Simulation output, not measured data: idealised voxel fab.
process module | voxel self aligned contacts
Displayed cross-section: cut, width of 215 nm, square cells sized 5 nm.
Each cross-section below is a grid of square cells, stated as bands in top-down order, with one or more rows of cells making up each band. In this notation a band is specified by the heights of its top and bottom, in that order and in nm, after which its materials appear from left to right, each paired with its width in nm. The word "edge to edge" attached to a single material means that material fills the band from edge to edge; the word "air" stands for empty space. Height is counted from the level 0, under which the received wafer is composed throughout of one material. The lowest of the bands is not closed at the bottom but continues downward, in the notation "0..down". So if you see something like "30->40" for the width, read it as the top row of the band sitting at the first number and the bottom row at the second, with every row in between moving by the same amount as the last. "changes: none" (step): cross-section cells unchanged, all of them. Empty spaces counting at least 8 cells and having no open way to the top are listed in "Fully enclosed voids". The notation width x height at distance is used for each, the distance being from the left edge and all three values in nm. Step line, after settings: the simulator's comment on this step. Steps that use a mask can have "overlay nm" on their line. It says how far the mask sat to the right of where it was meant to be. Negative means to the left.

Process steps foreseen in the plan:
1 RECEIVE (material Si)
2 OXIDIZE (depth nm 5)
3 DIRECTIONAL_DEP (material polySi; thk nm 20)
4 DIRECTIONAL_DEP (material SiN; thk nm 15)
5 DIRECTIONAL_DEP (material aC; thk nm 15)
6 PATTERN (tone cover; mask id GATE; material resist; width nm 30; pitch nm 65; thk nm 30; overlay nm 0)
7 DIRECTIONAL_ETCH (etch materials aC; depth nm 15)
8 STRIP (etch materials resist)
9 DIRECTIONAL_ETCH (etch materials SiN; depth nm 15)
10 DIRECTIONAL_ETCH (etch materials polySi; depth nm 20)
11 STRIP (etch materials aC)
12 CONFORMAL_DEP (material SiN; thk nm 5)
13 DIRECTIONAL_ETCH (etch materials SiN; depth nm 5)
14 FILL_DEP (material SiO2; thk nm 15)
15 CMP (height nm 45)
16 DIRECTIONAL_DEP (material aC; thk nm 10)
17 PATTERN (tone open; mask id CONTACT; material resist; width nm 45; pitch nm 65; thk nm 25; overlay nm 0)
18 DIRECTIONAL_ETCH (etch materials aC; depth nm 10)
19 STRIP (etch materials resist)
20 DIRECTIONAL_ETCH (etch materials SiO2; depth nm 50)
21 STRIP (etch materials aC)
22 CONFORMAL_DEP (material TiN; thk nm 5)
23 FILL_DEP (material W; thk nm 5)
24 CMP (height nm 45)
25 CONFORMAL_DEP (material SiN; thk nm 5)

First of two wafers, with the run carried out as planned:

Cross-section, incoming material, after step 1:
- 0..down | Si edge to edge
- Fully enclosed voids: none

How the wafer stands in section after step 2:
- 0..-5 | SiO2 edge to edge
- Under the height -5 nothing was changed.

How the wafer stands in section after step 3:
- 20..0 | polySi edge to edge
- Under the height 0 nothing was changed.

How the wafer stands in section after step 4:
- 35..20 | SiN edge to edge
- Under the height 20 nothing was changed.

How the wafer stands in section after step 5:
- 50..35 | aC edge to edge
- Under the height 35 nothing was changed.

How the wafer stands in section after step 6:
- 80..50 | air: 25 | resist: 30 | air: 35 | resist: 30 | air: 35 | resist: 30 | air: 30
- Under the height 50 nothing was changed.

How the wafer stands in section after step 7:
- 65..50 | air: 25 | resist: 30 | air: 35 | resist: 30 | air: 35 | resist: 30 | air: 30
- 50..35 | air: 25 | aC: 30 | air: 35 | aC: 30 | air: 35 | aC: 30 | air: 30
- Under the height 35 nothing was changed.

How the wafer stands in section after step 8:
- 50..35 | air: 25 | aC: 30 | air: 35 | aC: 30 | air: 35 | aC: 30 | air: 30
- Under the height 35 nothing was changed.

How the wafer stands in section after step 9:
- 50..35 | air: 25 | aC: 30 | air: 35 | aC: 30 | air: 35 | aC: 30 | air: 30
- 35..20 | air: 25 | SiN: 30 | air: 35 | SiN: 30 | air: 35 | SiN: 30 | air: 30
- Under the height 20 nothing was changed.

How the wafer stands in section after step 10:
- 50..35 | air: 25 | aC: 30 | air: 35 | aC: 30 | air: 35 | aC: 30 | air: 30
- 35..20 | air: 25 | SiN: 30 | air: 35 | SiN: 30 | air: 35 | SiN: 30 | air: 30
- 20..0 | air: 25 | polySi: 30 | air: 35 | polySi: 30 | air: 35 | polySi: 30 | air: 30
- Under the height 0 nothing was changed.

How the wafer stands in section after step 11:
- 35..20 | air: 25 | SiN: 30 | air: 35 | SiN: 30 | air: 35 | SiN: 30 | air: 30
- Under the height 20 nothing was changed.

How the wafer stands in section after step 12:
- 40..20 | air: 20 | SiN: 40 | air: 25 | SiN: 40 | air: 25 | SiN: 40 | air: 25
- 20..5 | air: 20 | SiN: 5 | polySi: 30 | SiN: 5 | air: 25 | SiN: 5 | polySi: 30 | SiN: 5 | air: 25 | SiN: 5 | polySi: 30 | SiN: 5 | air: 25
- 5..0 | SiN: 25 | polySi: 30 | SiN: 35 | polySi: 30 | SiN: 35 | polySi: 30 | SiN: 30
- Under the height 0 nothing was changed.

How the wafer stands in section after step 13:
- 35..20 | air: 20 | SiN: 40 | air: 25 | SiN: 40 | air: 25 | SiN: 40 | air: 25
- 20..0 | air: 20 | SiN: 5 | polySi: 30 | SiN: 5 | air: 25 | SiN: 5 | polySi: 30 | SiN: 5 | air: 25 | SiN: 5 | polySi: 30 | SiN: 5 | air: 25
- Under the height 0 nothing was changed.

How the wafer stands in section after step 14:
- 50..35 | SiO2 edge to edge
- 35..20 | SiO2: 20 | SiN: 40 | SiO2: 25 | SiN: 40 | SiO2: 25 | SiN: 40 | SiO2: 25
- 20..0 | SiO2: 20 | SiN: 5 | polySi: 30 | SiN: 5 | SiO2: 25 | SiN: 5 | polySi: 30 | SiN: 5 | SiO2: 25 | SiN: 5 | polySi: 30 | SiN: 5 | SiO2: 25
- Under the height 0 nothing was changed.

How the wafer stands in section after step 15:
- 45..35 | SiO2 edge to edge
- Under the height 35 nothing was changed.

How the wafer stands in section after step 16:
- 55..45 | aC edge to edge
- Under the height 45 nothing was changed.

How the wafer stands in section after step 17:
- 80..55 | resist: 50 | air: 45 | resist: 20 | air: 45 | resist: 55
- Under the height 55 nothing was changed.

How the wafer stands in section after step 18:
- 70..55 | resist: 50 | air: 45 | resist: 20 | air: 45 | resist: 55
- 55..45 | aC: 50 | air: 45 | aC: 20 | air: 45 | aC: 55
- Under the height 45 nothing was changed.

How the wafer stands in section after step 19:
- 55..45 | aC: 50 | air: 45 | aC: 20 | air: 45 | aC: 55
- Under the height 45 nothing was changed.

How the wafer stands in section after step 20:
- 55..45 | aC: 50 | air: 45 | aC: 20 | air: 45 | aC: 55
- 45..35 | SiO2: 50 | air: 45 | SiO2: 20 | air: 45 | SiO2: 55
- 35..20 | SiO2: 20 | SiN: 40 | air: 25 | SiN: 40 | air: 25 | SiN: 40 | SiO2: 25
- 20..0 | SiO2: 20 | SiN: 5 | polySi: 30 | SiN: 5 | air: 25 | SiN: 5 | polySi: 30 | SiN: 5 | air: 25 | SiN: 5 | polySi: 30 | SiN: 5 | SiO2: 25
- 0..-5 | SiO2: 60 | air: 25 | SiO2: 40 | air: 25 | SiO2: 65
- Under the height -5 nothing was changed.

How the wafer stands in section after step 21:
- 45..35 | SiO2: 50 | air: 45 | SiO2: 20 | air: 45 | SiO2: 55
- Under the height 35 nothing was changed.

How the wafer stands in section after step 22:
- 50..45 | TiN: 55 | air: 35 | TiN: 30 | air: 35 | TiN: 60
- 45..35 | SiO2: 50 | TiN: 5->15 | air: 35->15 | TiN: 5->15 | SiO2: 20 | TiN: 5->15 | air: 35->15 | TiN: 5->15 | SiO2: 55
- 35..20 | SiO2: 20 | SiN: 40 | TiN: 5 | air: 15 | TiN: 5 | SiN: 40 | TiN: 5 | air: 15 | TiN: 5 | SiN: 40 | SiO2: 25
- 20..0 | SiO2: 20 | SiN: 5 | polySi: 30 | SiN: 5 | TiN: 5 | air: 15 | TiN: 5 | SiN: 5 | polySi: 30 | SiN: 5 | TiN: 5 | air: 15 | TiN: 5 | SiN: 5 | polySi: 30 | SiN: 5 | SiO2: 25
- 0..-5 | SiO2: 60 | TiN: 25 | SiO2: 40 | TiN: 25 | SiO2: 65
- Under the height -5 nothing was changed.

How the wafer stands in section after step 23:
- 55..50 | W edge to edge
- 50..45 | TiN: 55 | W: 35 | TiN: 30 | W: 35 | TiN: 60
- 45..35 | SiO2: 50 | TiN: 5->15 | W: 35->15 | TiN: 5->15 | SiO2: 20 | TiN: 5->15 | W: 35->15 | TiN: 5->15 | SiO2: 55
- 35..20 | SiO2: 20 | SiN: 40 | TiN: 5 | W: 15 | TiN: 5 | SiN: 40 | TiN: 5 | W: 15 | TiN: 5 | SiN: 40 | SiO2: 25
- 20..0 | SiO2: 20 | SiN: 5 | polySi: 30 | SiN: 5 | TiN: 5 | W: 15 | TiN: 5 | SiN: 5 | polySi: 30 | SiN: 5 | TiN: 5 | W: 15 | TiN: 5 | SiN: 5 | polySi: 30 | SiN: 5 | SiO2: 25
- Under the height 0 nothing was changed.

How the wafer stands in section after step 24:
- 45..35 | SiO2: 50 | TiN: 5->15 | W: 35->15 | TiN: 5->15 | SiO2: 20 | TiN: 5->15 | W: 35->15 | TiN: 5->15 | SiO2: 55
- Under the height 35 nothing was changed.

How the wafer stands in section after step 25:
- 50..45 | SiN edge to edge
- Under the height 45 nothing was changed.

Second of two: same start, same plan, one run error; steps up to and including 1 match the first:

Second wafer, sectioned view, at step 2's planned end time: changes: none

Second wafer, sectioned view, at step 3's planned end time:
- 20..0 | polySi edge to edge
- Under the height 0 nothing was changed.

Second wafer, sectioned view, at step 4's planned end time:
- 35..20 | SiN edge to edge
- Under the height 20 nothing was changed.

Second wafer, sectioned view, at step 5's planned end time:
- 50..35 | aC edge to edge
- Under the height 35 nothing was changed.

Second wafer, sectioned view, at step 6's planned end time:
- 80..50 | air: 25 | resist: 30 | air: 35 | resist: 30 | air: 35 | resist: 30 | air: 30
- Under the height 50 nothing was changed.

Second wafer, sectioned view, at step 7's planned end time:
- 65..50 | air: 25 | resist: 30 | air: 35 | resist: 30 | air: 35 | resist: 30 | air: 30
- 50..35 | air: 25 | aC: 30 | air: 35 | aC: 30 | air: 35 | aC: 30 | air: 30
- Under the height 35 nothing was changed.

Second wafer, sectioned view, at step 8's planned end time:
- 50..35 | air: 25 | aC: 30 | air: 35 | aC: 30 | air: 35 | aC: 30 | air: 30
- Under the height 35 nothing was changed.

Second wafer, sectioned view, at step 9's planned end time:
- 50..35 | air: 25 | aC: 30 | air: 35 | aC: 30 | air: 35 | aC: 30 | air: 30
- 35..20 | air: 25 | SiN: 30 | air: 35 | SiN: 30 | air: 35 | SiN: 30 | air: 30
- Under the height 20 nothing was changed.

Second wafer, sectioned view, at step 10's planned end time:
- 50..35 | air: 25 | aC: 30 | air: 35 | aC: 30 | air: 35 | aC: 30 | air: 30
- 35..20 | air: 25 | SiN: 30 | air: 35 | SiN: 30 | air: 35 | SiN: 30 | air: 30
- 20..0 | air: 25 | polySi: 30 | air: 35 | polySi: 30 | air: 35 | polySi: 30 | air: 30
- Under the height 0 nothing was changed.

Second wafer, sectioned view, at step 11's planned end time:
- 35..20 | air: 25 | SiN: 30 | air: 35 | SiN: 30 | air: 35 | SiN: 30 | air: 30
- Under the height 20 nothing was changed.

Second wafer, sectioned view, at step 12's planned end time:
- 40..20 | air: 20 | SiN: 40 | air: 25 | SiN: 40 | air: 25 | SiN: 40 | air: 25
- 20..5 | air: 20 | SiN: 5 | polySi: 30 | SiN: 5 | air: 25 | SiN: 5 | polySi: 30 | SiN: 5 | air: 25 | SiN: 5 | polySi: 30 | SiN: 5 | air: 25
- 5..0 | SiN: 25 | polySi: 30 | SiN: 35 | polySi: 30 | SiN: 35 | polySi: 30 | SiN: 30
- Under the height 0 nothing was changed.

Second wafer, sectioned view, at step 13's planned end time:
- 35..20 | air: 20 | SiN: 40 | air: 25 | SiN: 40 | air: 25 | SiN: 40 | air: 25
- 20..0 | air: 20 | SiN: 5 | polySi: 30 | SiN: 5 | air: 25 | SiN: 5 | polySi: 30 | SiN: 5 | air: 25 | SiN: 5 | polySi: 30 | SiN: 5 | air: 25
- Under the height 0 nothing was changed.

Second wafer, sectioned view, at step 14's planned end time:
- 50..35 | SiO2 edge to edge
- 35..20 | SiO2: 20 | SiN: 40 | SiO2: 25 | SiN: 40 | SiO2: 25 | SiN: 40 | SiO2: 25
- 20..0 | SiO2: 20 | SiN: 5 | polySi: 30 | SiN: 5 | SiO2: 25 | SiN: 5 | polySi: 30 | SiN: 5 | SiO2: 25 | SiN: 5 | polySi: 30 | SiN: 5 | SiO2: 25
- Under the height 0 nothing was changed.

Second wafer, sectioned view, at step 15's planned end time:
- 45..35 | SiO2 edge to edge
- Under the height 35 nothing was changed.

Second wafer, sectioned view, at step 16's planned end time:
- 55..45 | aC edge to edge
- Under the height 45 nothing was changed.

Second wafer, sectioned view, at step 17's planned end time:
- 80..55 | resist: 50 | air: 45 | resist: 20 | air: 45 | resist: 55
- Under the height 55 nothing was changed.

Second wafer, sectioned view, at step 18's planned end time:
- 70..55 | resist: 50 | air: 45 | resist: 20 | air: 45 | resist: 55
- 55..45 | aC: 50 | air: 45 | aC: 20 | air: 45 | aC: 55
- Under the height 45 nothing was changed.

Second wafer, sectioned view, at step 19's planned end time:
- 55..45 | aC: 50 | air: 45 | aC: 20 | air: 45 | aC: 55
- Under the height 45 nothing was changed.

Second wafer, sectioned view, at step 20's planned end time:
- 55..45 | aC: 50 | air: 45 | aC: 20 | air: 45 | aC: 55
- 45..35 | SiO2: 50 | air: 45 | SiO2: 20 | air: 45 | SiO2: 55
- 35..20 | SiO2: 20 | SiN: 40 | air: 25 | SiN: 40 | air: 25 | SiN: 40 | SiO2: 25
- 20..0 | SiO2: 20 | SiN: 5 | polySi: 30 | SiN: 5 | air: 25 | SiN: 5 | polySi: 30 | SiN: 5 | air: 25 | SiN: 5 | polySi: 30 | SiN: 5 | SiO2: 25
- Under the height 0 nothing was changed.

Second wafer, sectioned view, at step 21's planned end time:
- 45..35 | SiO2: 50 | air: 45 | SiO2: 20 | air: 45 | SiO2: 55
- Under the height 35 nothing was changed.

Second wafer, sectioned view, at step 22's planned end time:
- 50..45 | TiN: 55 | air: 35 | TiN: 30 | air: 35 | TiN: 60
- 45..35 | SiO2: 50 | TiN: 5->15 | air: 35->15 | TiN: 5->15 | SiO2: 20 | TiN: 5->15 | air: 35->15 | TiN: 5->15 | SiO2: 55
- 35..20 | SiO2: 20 | SiN: 40 | TiN: 5 | air: 15 | TiN: 5 | SiN: 40 | TiN: 5 | air: 15 | TiN: 5 | SiN: 40 | SiO2: 25
- 20..5 | SiO2: 20 | SiN: 5 | polySi: 30 | SiN: 5 | TiN: 5 | air: 15 | TiN: 5 | SiN: 5 | polySi: 30 | SiN: 5 | TiN: 5 | air: 15 | TiN: 5 | SiN: 5 | polySi: 30 | SiN: 5 | SiO2: 25
- 5..0 | SiO2: 20 | SiN: 5 | polySi: 30 | SiN: 5 | TiN: 25 | SiN: 5 | polySi: 30 | SiN: 5 | TiN: 25 | SiN: 5 | polySi: 30 | SiN: 5 | SiO2: 25
- Under the height 0 nothing was changed.

Second wafer, sectioned view, at step 23's planned end time:
- 55..50 | W edge to edge
- 50..45 | TiN: 55 | W: 35 | TiN: 30 | W: 35 | TiN: 60
- 45..35 | SiO2: 50 | TiN: 5->15 | W: 35->15 | TiN: 5->15 | SiO2: 20 | TiN: 5->15 | W: 35->15 | TiN: 5->15 | SiO2: 55
- 35..20 | SiO2: 20 | SiN: 40 | TiN: 5 | W: 15 | TiN: 5 | SiN: 40 | TiN: 5 | W: 15 | TiN: 5 | SiN: 40 | SiO2: 25
- 20..5 | SiO2: 20 | SiN: 5 | polySi: 30 | SiN: 5 | TiN: 5 | W: 15 | TiN: 5 | SiN: 5 | polySi: 30 | SiN: 5 | TiN: 5 | W: 15 | TiN: 5 | SiN: 5 | polySi: 30 | SiN: 5 | SiO2: 25
- Under the height 5 nothing was changed.

Second wafer, sectioned view, at step 24's planned end time:
- 45..35 | SiO2: 50 | TiN: 5->15 | W: 35->15 | TiN: 5->15 | SiO2: 20 | TiN: 5->15 | W: 35->15 | TiN: 5->15 | SiO2: 55
- Under the height 35 nothing was changed.

Second wafer, sectioned view, at step 25's planned end time:
- 50..45 | SiN edge to edge
- Under the height 45 nothing was changed.
what went wrong: step 2 was dropped from the plan's execution and never run
Final comparison by cell count, materials where the second wafer has more or fewer than the first: 43 more of Si; 33 fewer of SiO2; 4 fewer of TiN; 6 fewer of W
